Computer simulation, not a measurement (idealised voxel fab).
Module name: voxel released beams (process module)
Cross-sectional view cut (width: 265 nm; square cell size: 5 nm).
We lay out every cross-section as a grid of square cells and spell it out in bands from the top down, where one band means one or more rows of cells. The band entry comprises the height of the band's top followed by the height of its bottom, expressed in nm, and subsequently the band's materials from left to right, each stated together with its width in nm. Where a single material is marked with the word "throughout", that material fills the band from edge to edge. The word "air" represents empty space. Height 0 is the level under which the wafer as received is all one material. The lowest band goes on downwards, as in "0 nm and below". Note: "30->40" means the width goes from the first number (top row of the band) to the second number (bottom row) in equal steps per row of cells. "nothing got changed" -> step changed no cross-section cell. Each empty space that has no open way to the top and spans at least 8 cells appears under "Enclosed cavities" as width x height at distance, the distance counted from the left edge, all in nm. Past the settings on a step's line: simulator remark, on that step. "overlay nm" answers the question of how far to the right of plan the mask lay on a step that has a mask, and when it is negative the answer is to the left.

-- List of planned process steps
| 1 | RECEIVE | material Si |
| 2 | CONFORMAL_DEP | material Al2O3 | thk nm 10 |
| 3 | DIRECTIONAL_DEP | material SiO2 | thk nm 10 |
| 4 | MASKED_ETCH | tone open | mask id ANCHOR | width nm 40 | etch materials SiO2 | depth nm 10 | overlay nm 0 |
| 5 | CONFORMAL_DEP | material W | thk nm 15 |
| 6 | MASKED_ETCH | tone cover | mask id BEAM | width nm 90 | etch materials W | depth nm 15 | overlay nm 0 |
| 7 | STRIP | etch materials SiO2 |

-- Cross-section, incoming material, after step 1
- 0 nm and below: Si throughout
- Enclosed cavities: none

-- Cross-section at module end, one run error; start and plan unchanged from above
- 35 nm to 20 nm: air (85)  W (90)  air (90)
- 20 nm to 10 nm: Al2O3 throughout
- 10 nm to 0 nm: SiO2 throughout
- 0 nm and below: Si throughout
- Enclosed cavities: none
Processing error: steps 2 and 3 of the plan were run in the wrong order, each in the other's place
